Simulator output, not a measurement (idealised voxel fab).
Process module name: voxel gate over fins
Section cut is 230 nm wide and gridded with 5 nm square cells.
A cross-section in this document is a grid of square cells, and it is written down as bands, the top band listed before the ones below it; a band is made up of one or more rows of cells.
For a band, the entry starts with two heights in nm, that of the top and then that of the bottom, and carries on with the band's materials in order from left to right, each alongside its width in nm; the word "edge to edge" beside a single material means it fills the band edge to edge, and "blank" means empty space.
Zero point of the height axis is 0; under it, received wafer = one material. Lowest band: continues down indefinitely, "top 0, no bottom".
Think of "30..40" as a width that walks from the first number to the second as you go down the band, top row to bottom row, taking equal-sized steps from row to row.
Given "no change" for a step, no cell of the cross-section differs between before and after that step.
The entry "Entrapped void list" lists the empty spaces that cover at least 8 cells and have no open path to the top. Each is written as width x height at distance, where the distance is measured from the left edge and all three values are in nm.
Whatever follows a step's settings on its line is a remark the simulator itself makes about that step.
overlay nm: mask offset rightward from planned place, masked step; negative means leftward offset.
-- Intended process steps
1) RECEIVE,material Si
2) CONFORMAL_DEP,material SiN,thk nm 10
3) MASKED_ETCH,tone cover,mask id FINS,width nm 15,pitch nm 40,etch materials SiN,depth nm 10,overlay nm 0
4) MASKED_ETCH,tone cover,mask id FINS,width nm 15,pitch nm 40,etch materials Si,depth nm 35,overlay nm 0
5) FILL_DEP,material SiO2,thk nm 15
6) CMP,height nm 10
7) SELECTIVE_ETCH,etch materials SiO2,depth nm 20
8) STRIP,etch materials SiN
9) CONFORMAL_DEP,material HfO2,thk nm 5
10) CONFORMAL_DEP,material TiN,thk nm 5
11) CONFORMAL_DEP,material TiAl,thk nm 5
12) CONFORMAL_DEP,material TiN,thk nm 5
13) FILL_DEP,material W,thk nm 15
14) CMP,height nm 30
15) CONFORMAL_DEP,material SiCN,thk nm 5
-- The first of a set of two wafers, run to plan
-- Here's what the wafer looked like in cross-section when it arrived - that's after step 1
	top 0, no bottom | Si edge to edge
	Entrapped void list: none
-- after step 2
	top 10, bottom 0 | SiN edge to edge
	Whatever lies below 0 is exactly as it was before.
-- after step 3
	top 10, bottom 0 | 45 blank; 15 SiN; 25 blank; 15 SiN; 25 blank; 15 SiN; 25 blank; 15 SiN; 50 blank
	Whatever lies below 0 is exactly as it was before.
-- after step 4
	top 10, bottom 0 | 45 blank; 15 SiN; 25 blank; 15 SiN; 25 blank; 15 SiN; 25 blank; 15 SiN; 50 blank
	top 0, bottom -35 | 45 blank; 15 Si; 25 blank; 15 Si; 25 blank; 15 Si; 25 blank; 15 Si; 50 blank
	Whatever lies below -35 is exactly as it was before.
-- after step 5
	top 25, bottom 10 | SiO2 edge to edge
	top 10, bottom 0 | 45 SiO2; 15 SiN; 25 SiO2; 15 SiN; 25 SiO2; 15 SiN; 25 SiO2; 15 SiN; 50 SiO2
	top 0, bottom -35 | 45 SiO2; 15 Si; 25 SiO2; 15 Si; 25 SiO2; 15 Si; 25 SiO2; 15 Si; 50 SiO2
	Whatever lies below -35 is exactly as it was before.
-- after step 6
	top 10, bottom 0 | 45 SiO2; 15 SiN; 25 SiO2; 15 SiN; 25 SiO2; 15 SiN; 25 SiO2; 15 SiN; 50 SiO2
	Whatever lies below 0 is exactly as it was before.
-- after step 7
	top 10, bottom 0 | 45 blank; 15 SiN; 25 blank; 15 SiN; 25 blank; 15 SiN; 25 blank; 15 SiN; 50 blank
	top 0, bottom -10 | 45 blank; 15 Si; 25 blank; 15 Si; 25 blank; 15 Si; 25 blank; 15 Si; 50 blank
	Whatever lies below -10 is exactly as it was before.
-- after step 8
	top 0, bottom -10 | 45 blank; 15 Si; 25 blank; 15 Si; 25 blank; 15 Si; 25 blank; 15 Si; 50 blank
	Whatever lies below -10 is exactly as it was before.
-- after step 9
	top 5, bottom 0 | 40 blank; 25 HfO2; 15 blank; 25 HfO2; 15 blank; 25 HfO2; 15 blank; 25 HfO2; 45 blank
	top 0, bottom -5 | 40 blank; 5 HfO2; 15 Si; 5 HfO2; 15 blank; 5 HfO2; 15 Si; 5 HfO2; 15 blank; 5 HfO2; 15 Si; 5 HfO2; 15 blank; 5 HfO2; 15 Si; 5 HfO2; 45 blank
	top -5, bottom -10 | 45 HfO2; 15 Si; 25 HfO2; 15 Si; 25 HfO2; 15 Si; 25 HfO2; 15 Si; 50 HfO2
	Whatever lies below -10 is exactly as it was before.
-- after step 10
	top 10, bottom 5 | 35 blank; 35 TiN; 5 blank; 35 TiN; 5 blank; 35 TiN; 5 blank; 35 TiN; 40 blank
	top 5, bottom 0 | 35 blank; 5 TiN; 25 HfO2; 5 TiN; 5 blank; 5 TiN; 25 HfO2; 5 TiN; 5 blank; 5 TiN; 25 HfO2; 5 TiN; 5 blank; 5 TiN; 25 HfO2; 5 TiN; 40 blank
	top 0, bottom -5 | 40 TiN; 5 HfO2; 15 Si; 5 HfO2; 15 TiN; 5 HfO2; 15 Si; 5 HfO2; 15 TiN; 5 HfO2; 15 Si; 5 HfO2; 15 TiN; 5 HfO2; 15 Si; 5 HfO2; 45 TiN
	Whatever lies below -5 is exactly as it was before.
-- after step 11
	top 15, bottom 10 | 30 blank; 165 TiAl; 35 blank
	top 10, bottom 5 | 30 blank; 5 TiAl; 35 TiN; 5 TiAl; 35 TiN; 5 TiAl; 35 TiN; 5 TiAl; 35 TiN; 5 TiAl; 35 blank
	top 5, bottom 0 | 35 TiAl; 5 TiN; 25 HfO2; 5 TiN; 5 TiAl; 5 TiN; 25 HfO2; 5 TiN; 5 TiAl; 5 TiN; 25 HfO2; 5 TiN; 5 TiAl; 5 TiN; 25 HfO2; 5 TiN; 40 TiAl
	Whatever lies below 0 is exactly as it was before.
-- after step 12
	top 20, bottom 15 | 25 blank; 175 TiN; 30 blank
	top 15, bottom 10 | 25 blank; 5 TiN; 165 TiAl; 5 TiN; 30 blank
	top 10, bottom 5 | 30 TiN; 5 TiAl; 35 TiN; 5 TiAl; 35 TiN; 5 TiAl; 35 TiN; 5 TiAl; 35 TiN; 5 TiAl; 35 TiN
	Whatever lies below 5 is exactly as it was before.
-- after step 13
	top 35, bottom 20 | W edge to edge
	top 20, bottom 15 | 25 W; 175 TiN; 30 W
	top 15, bottom 10 | 25 W; 5 TiN; 165 TiAl; 5 TiN; 30 W
	Whatever lies below 10 is exactly as it was before.
-- after step 14
	top 30, bottom 20 | W edge to edge
	Whatever lies below 20 is exactly as it was before.
-- after step 15
	top 35, bottom 30 | SiCN edge to edge
	Whatever lies below 30 is exactly as it was before.
-- It is to be noted that the second wafer proceeded from the same initial state and according to the same plan as the first, although one mistake was committed in its execution; through step 9, inclusive, the two wafers share an identical history
when step 10 should have ended: no change
-- when step 11 should have ended
	top 10, bottom 5 | 35 blank; 35 TiAl; 5 blank; 35 TiAl; 5 blank; 35 TiAl; 5 blank; 35 TiAl; 40 blank
	top 5, bottom 0 | 35 blank; 5 TiAl; 25 HfO2; 5 TiAl; 5 blank; 5 TiAl; 25 HfO2; 5 TiAl; 5 blank; 5 TiAl; 25 HfO2; 5 TiAl; 5 blank; 5 TiAl; 25 HfO2; 5 TiAl; 40 blank
	top 0, bottom -5 | 40 TiAl; 5 HfO2; 15 Si; 5 HfO2; 15 TiAl; 5 HfO2; 15 Si; 5 HfO2; 15 TiAl; 5 HfO2; 15 Si; 5 HfO2; 15 TiAl; 5 HfO2; 15 Si; 5 HfO2; 45 TiAl
	Whatever lies below -5 is exactly as it was before.
-- when step 12 should have ended
	top 15, bottom 10 | 30 blank; 165 TiN; 35 blank
	top 10, bottom 5 | 30 blank; 5 TiN; 35 TiAl; 5 TiN; 35 TiAl; 5 TiN; 35 TiAl; 5 TiN; 35 TiAl; 5 TiN; 35 blank
	top 5, bottom 0 | 35 TiN; 5 TiAl; 25 HfO2; 5 TiAl; 5 TiN; 5 TiAl; 25 HfO2; 5 TiAl; 5 TiN; 5 TiAl; 25 HfO2; 5 TiAl; 5 TiN; 5 TiAl; 25 HfO2; 5 TiAl; 40 TiN
	Whatever lies below 0 is exactly as it was before.
-- when step 13 should have ended
	top 30, bottom 15 | W edge to edge
	top 15, bottom 10 | 30 W; 165 TiN; 35 W
	top 10, bottom 5 | 30 W; 5 TiN; 35 TiAl; 5 TiN; 35 TiAl; 5 TiN; 35 TiAl; 5 TiN; 35 TiAl; 5 TiN; 35 W
	Whatever lies below 5 is exactly as it was before.
when step 14 should have ended: no change
-- when step 15 should have ended
	top 35, bottom 30 | SiCN edge to edge
	Whatever lies below 30 is exactly as it was before.
Diagnosis: step 10 of the plan got skipped, so it never ran
Counted in cells at the end, the second wafer holds more or fewer of these materials than the first: +6 TiAl | -56 TiN | +50 W
